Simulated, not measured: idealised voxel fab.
process module | voxel air gaps
cross-section cut | 240 nm wide | cells 5 nm
A cross-section is a grid of square cells, given in bands from the top down. A band is one or more rows of cells.
Each band's line starts with the height of the band's top and of its bottom, in nm. Then come its materials from left to right, each with its width in nm. One material with "throughout" fills the band from edge to edge. "air" is empty space.
Height 0 is the level under which the wafer as received is all one material. The lowest band goes on downwards, as in "0 down".
A width such as "30 to 40" changes by the same amount from each row of cells to the next, from the band's top row to its bottom row.
"no change" after a step means that no cell of the cross-section changed.
closed voids: empty space of 8 cells or more with no open way to the top, each as width x height at its distance from the left edge, in nm
after a step's settings: what the simulator itself notes on the step
overlay nm, on a step with a mask: how far to the right of its planned place the mask lay; to the left if negative
plan
1 op RECEIVE | material Si
2 op CONFORMAL_DEP | material SiO2 | thk nm 15
3 op CONFORMAL_DEP | material SiCN | thk nm 5
4 op DIRECTIONAL_DEP | material SiO2 | thk nm 40
5 op DIRECTIONAL_DEP | material aC | thk nm 10
6 op PATTERN | tone open | mask id LINES | material resist | width nm 25 | pitch nm 50 | thk nm 30 | overlay nm 0
7 op DIRECTIONAL_ETCH | etch materials aC | depth nm 10
8 op STRIP | etch materials resist
9 op DIRECTIONAL_ETCH | etch materials SiO2 | depth nm 40
10 op STRIP | etch materials aC
11 op CONFORMAL_DEP | material TiN | thk nm 5
12 op FILL_DEP | material Ru | thk nm 5
13 op CMP | height nm 60
14 op EPI | material Ru | thk nm 10
15 op SELECTIVE_ETCH | etch materials SiO2 | depth nm 50
16 op CONFORMAL_DEP | material SiCN | thk nm 5
first wafer, as planned
as received, after step 1
  0 down: Si throughout
  closed voids: none
after step 2
  15 to 0: SiO2 throughout
  below 0: unchanged
after step 3
  20 to 15: SiCN throughout
  below 15: unchanged
after step 4
  60 to 20: SiO2 throughout
  below 20: unchanged
after step 5
  70 to 60: aC throughout
  below 60: unchanged
after step 6
  100 to 70: resist 55 | air 25 | resist 25 | air 25 | resist 25 | air 25 | resist 60
  below 70: unchanged
after step 7
  90 to 70: resist 55 | air 25 | resist 25 | air 25 | resist 25 | air 25 | resist 60
  70 to 60: aC 55 | air 25 | aC 25 | air 25 | aC 25 | air 25 | aC 60
  below 60: unchanged
after step 8
  70 to 60: aC 55 | air 25 | aC 25 | air 25 | aC 25 | air 25 | aC 60
  below 60: unchanged
after step 9
  70 to 60: aC 55 | air 25 | aC 25 | air 25 | aC 25 | air 25 | aC 60
  60 to 20: SiO2 55 | air 25 | SiO2 25 | air 25 | SiO2 25 | air 25 | SiO2 60
  below 20: unchanged
after step 10
  60 to 20: SiO2 55 | air 25 | SiO2 25 | air 25 | SiO2 25 | air 25 | SiO2 60
  below 20: unchanged
after step 11
  65 to 60: TiN 60 | air 15 | TiN 35 | air 15 | TiN 35 | air 15 | TiN 65
  60 to 25: SiO2 55 | TiN 5 | air 15 | TiN 5 | SiO2 25 | TiN 5 | air 15 | TiN 5 | SiO2 25 | TiN 5 | air 15 | TiN 5 | SiO2 60
  25 to 20: SiO2 55 | TiN 25 | SiO2 25 | TiN 25 | SiO2 25 | TiN 25 | SiO2 60
  below 20: unchanged
after step 12
  70 to 65: Ru throughout
  65 to 60: TiN 60 | Ru 15 | TiN 35 | Ru 15 | TiN 35 | Ru 15 | TiN 65
  60 to 25: SiO2 55 | TiN 5 | Ru 15 | TiN 5 | SiO2 25 | TiN 5 | Ru 15 | TiN 5 | SiO2 25 | TiN 5 | Ru 15 | TiN 5 | SiO2 60
  below 25: unchanged
after step 13
  60 to 25: SiO2 55 | TiN 5 | Ru 15 | TiN 5 | SiO2 25 | TiN 5 | Ru 15 | TiN 5 | SiO2 25 | TiN 5 | Ru 15 | TiN 5 | SiO2 60
  below 25: unchanged
after step 14
  70 to 60: air 45 | Ru 45 | air 5 | Ru 45 | air 5 | Ru 45 | air 50
  below 60: unchanged
after step 15
  70 to 60: air 45 | Ru 45 | air 5 | Ru 45 | air 5 | Ru 45 | air 50
  60 to 25: air 55 | TiN 5 | Ru 15 | TiN 5 | air 25 | TiN 5 | Ru 15 | TiN 5 | air 25 | TiN 5 | Ru 15 | TiN 5 | air 60
  25 to 20: air 55 | TiN 25 | air 25 | TiN 25 | air 25 | TiN 25 | air 60
  below 20: unchanged
after step 16
  75 to 70: air 40 | SiCN 155 | air 45
  70 to 60: air 40 | SiCN 5 | Ru 45 | SiCN 5 | Ru 45 | SiCN 5 | Ru 45 | SiCN 5 | air 45
  60 to 55: air 40 | SiCN 15 | TiN 5 | Ru 15 | TiN 5 | SiCN 25 | TiN 5 | Ru 15 | TiN 5 | SiCN 25 | TiN 5 | Ru 15 | TiN 5 | SiCN 15 | air 45
  55 to 25: air 50 | SiCN 5 | TiN 5 | Ru 15 | TiN 5 | SiCN 5 | air 15 | SiCN 5 | TiN 5 | Ru 15 | TiN 5 | SiCN 5 | air 15 | SiCN 5 | TiN 5 | Ru 15 | TiN 5 | SiCN 5 | air 55
  25 to 20: SiCN 55 | TiN 25 | SiCN 25 | TiN 25 | SiCN 25 | TiN 25 | SiCN 60
  below 20: unchanged
  closed voids: 15 x 30 at 85; 15 x 30 at 135
second wafer: like start, like plan, one mistake. Through step 5 it matches the first wafer
when step 6 should have ended
  100 to 70: air 55 | resist 25 | air 25 | resist 25 | air 25 | resist 25 | air 60
  below 70: unchanged
when step 7 should have ended
  90 to 70: air 55 | resist 25 | air 25 | resist 25 | air 25 | resist 25 | air 60
  70 to 60: air 55 | aC 25 | air 25 | aC 25 | air 25 | aC 25 | air 60
  below 60: unchanged
when step 8 should have ended
  70 to 60: air 55 | aC 25 | air 25 | aC 25 | air 25 | aC 25 | air 60
  below 60: unchanged
when step 9 should have ended
  70 to 60: air 55 | aC 25 | air 25 | aC 25 | air 25 | aC 25 | air 60
  60 to 20: air 55 | SiO2 25 | air 25 | SiO2 25 | air 25 | SiO2 25 | air 60
  below 20: unchanged
when step 10 should have ended
  60 to 20: air 55 | SiO2 25 | air 25 | SiO2 25 | air 25 | SiO2 25 | air 60
  below 20: unchanged
when step 11 should have ended
  65 to 60: air 50 | TiN 35 | air 15 | TiN 35 | air 15 | TiN 35 | air 55
  60 to 25: air 50 | TiN 5 | SiO2 25 | TiN 5 | air 15 | TiN 5 | SiO2 25 | TiN 5 | air 15 | TiN 5 | SiO2 25 | TiN 5 | air 55
  25 to 20: TiN 55 | SiO2 25 | TiN 25 | SiO2 25 | TiN 25 | SiO2 25 | TiN 60
  below 20: unchanged
when step 12 should have ended
  70 to 65: Ru throughout
  65 to 60: Ru 50 | TiN 35 | Ru 15 | TiN 35 | Ru 15 | TiN 35 | Ru 55
  60 to 25: Ru 50 | TiN 5 | SiO2 25 | TiN 5 | Ru 15 | TiN 5 | SiO2 25 | TiN 5 | Ru 15 | TiN 5 | SiO2 25 | TiN 5 | Ru 55
  below 25: unchanged
when step 13 should have ended
  60 to 25: Ru 50 | TiN 5 | SiO2 25 | TiN 5 | Ru 15 | TiN 5 | SiO2 25 | TiN 5 | Ru 15 | TiN 5 | SiO2 25 | TiN 5 | Ru 55
  below 25: unchanged
when step 14 should have ended
  70 to 60: Ru 65 | air 5 | Ru 45 | air 5 | Ru 45 | air 5 | Ru 70
  below 60: unchanged
when step 15 should have ended
  70 to 60: Ru 65 | air 5 | Ru 45 | air 5 | Ru 45 | air 5 | Ru 70
  60 to 25: Ru 50 | TiN 5 | air 25 | TiN 5 | Ru 15 | TiN 5 | air 25 | TiN 5 | Ru 15 | TiN 5 | air 25 | TiN 5 | Ru 55
  25 to 20: TiN 55 | air 25 | TiN 25 | air 25 | TiN 25 | air 25 | TiN 60
  below 20: unchanged
when step 16 should have ended
  75 to 70: SiCN throughout
  70 to 60: Ru 65 | SiCN 5 | Ru 45 | SiCN 5 | Ru 45 | SiCN 5 | Ru 70
  60 to 55: Ru 50 | TiN 5 | SiCN 25 | TiN 5 | Ru 15 | TiN 5 | SiCN 25 | TiN 5 | Ru 15 | TiN 5 | SiCN 25 | TiN 5 | Ru 55
  55 to 25: Ru 50 | TiN 5 | SiCN 5 | air 15 | SiCN 5 | TiN 5 | Ru 15 | TiN 5 | SiCN 5 | air 15 | SiCN 5 | TiN 5 | Ru 15 | TiN 5 | SiCN 5 | air 15 | SiCN 5 | TiN 5 | Ru 55
  25 to 20: TiN 55 | SiCN 25 | TiN 25 | SiCN 25 | TiN 25 | SiCN 25 | TiN 60
  below 20: unchanged
  closed voids: 15 x 30 at 60; 15 x 30 at 110; 15 x 30 at 160
what went wrong: step 6 ran as: op PATTERN | tone cover | mask id LINES | material resist | width nm 25 | pitch nm 50 | thk nm 30 | overlay nm 0
at the end the second wafer has, in cells: 162 more of Ru | 4 fewer of SiCN | 18 more of TiN
closed voids at the end (first wafer, second wafer): 2, 3
